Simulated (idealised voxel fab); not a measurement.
Process module name: voxel self aligned vias
The cross-section shown here is cut; it is 190 nm wide and divided into square cells measuring 5 nm on a side.
Cross-section spec: square-cell grid; bands listed top down; each band is one or more rows.
Read a band's entry like this: the first values are the height of its top and the height of its bottom in nm, and what follows is the sequence of materials from left to right, each with its width in nm. Note that "air" is empty space, and that a single material marked "full width" reaches across the band from edge to edge.
Counting heights begins at 0, where everything beneath is, in the wafer as received, one material. The lowest band has no bottom; it goes on downwards, as "0 and below" shows.
Width "30..40": first value at the band's top row of cells, second value at its bottom row, equal change from row to row.
The cross-section has no changed cell in any step marked "remained the same".
For the entry "Trapped void list", the listed items are empty spaces with no open way to the top whose size is 8 cells or more; each item follows the pattern width x height at distance, where distance is from the left edge and all three are in nm.
On a step's line, text after the settings is the simulator commenting on that step.
When a step includes a mask, the "overlay nm" setting on its line states how far to the right of its planned place that mask lay, and negative values state how far to the left.
[The following list gives the planned process steps]
1 RECEIVE: material Si
2 CONFORMAL_DEP: material SiO2, thk nm 15
3 CONFORMAL_DEP: material SiCN, thk nm 5
4 DIRECTIONAL_DEP: material SiO2, thk nm 30
5 PATTERN: tone open, mask id LINES, material resist, width nm 20, pitch nm 60, thk nm 20, overlay nm 0
6 DIRECTIONAL_ETCH: etch materials SiO2, depth nm 30
7 STRIP: etch materials resist
8 CONFORMAL_DEP: material TiN, thk nm 5
9 FILL_DEP: material Ru, thk nm 10
10 CMP: height nm 50
11 SELECTIVE_ETCH: etch materials W Ru TiN, depth nm 5
12 FILL_DEP: material SiN, thk nm 10
13 CMP: height nm 50
14 DIRECTIONAL_DEP: material SiO2, thk nm 15
15 PATTERN: tone open, mask id VIAS, material resist, width nm 40, thk nm 15, overlay nm 0
16 DIRECTIONAL_ETCH: etch materials SiO2, depth nm 15
17 DIRECTIONAL_ETCH: etch materials SiN, depth nm 5
18 STRIP: etch materials resist
19 CONFORMAL_DEP: material TiN, thk nm 5
20 FILL_DEP: material Ru, thk nm 5
21 CMP: height nm 65
22 CONFORMAL_DEP: material SiN, thk nm 5
[Wafer as received: cross-section following step 1]
> 0 and below = Si full width
> Trapped void list: none
[End-of-module XS, first of two wafers, run as planned]
> 70 down to 65 = SiN full width
> 65 down to 55 = 45 of SiO2, 5 of TiN, 30 of Ru, 5 of TiN, 105 of SiO2
> 55 down to 50 = 45 of SiO2, 15 of TiN, 10 of Ru, 15 of TiN, 105 of SiO2
> 50 down to 45 = 55 of SiO2, 20 of TiN, 40 of SiO2, 20 of SiN, 55 of SiO2
> 45 down to 25 = 55 of SiO2, 5 of TiN, 10 of Ru, 5 of TiN, 40 of SiO2, 5 of TiN, 10 of Ru, 5 of TiN, 55 of SiO2
> 25 down to 20 = 55 of SiO2, 20 of TiN, 40 of SiO2, 20 of TiN, 55 of SiO2
> 20 down to 15 = SiCN full width
> 15 down to 0 = SiO2 full width
> 0 and below = Si full width
> Trapped void list: none
[Second wafer cross-section at end of module - shared start and plan with the first, one mistake in the run]
> 70 down to 65 = SiN full width
> 65 down to 55 = 45 of SiO2, 5 of SiCN, 30 of Ru, 5 of SiCN, 105 of SiO2
> 55 down to 50 = 45 of SiO2, 15 of SiCN, 10 of Ru, 15 of SiCN, 105 of SiO2
> 50 down to 45 = 55 of SiO2, 20 of SiCN, 40 of SiO2, 20 of SiN, 55 of SiO2
> 45 down to 25 = 55 of SiO2, 5 of TiN, 10 of Ru, 5 of TiN, 40 of SiO2, 5 of TiN, 10 of Ru, 5 of TiN, 55 of SiO2
> 25 down to 20 = 55 of SiO2, 20 of TiN, 40 of SiO2, 20 of TiN, 55 of SiO2
> 20 down to 15 = SiCN full width
> 15 down to 0 = SiO2 full width
> 0 and below = Si full width
> Trapped void list: none
So what did we get wrong on this run? not per plan at step 19, really ran CONFORMAL_DEP: material SiCN, thk nm 5
Heads up, by the end the second wafer has more or fewer cells of some materials compared to the first: +14 SiCN | -14 TiN
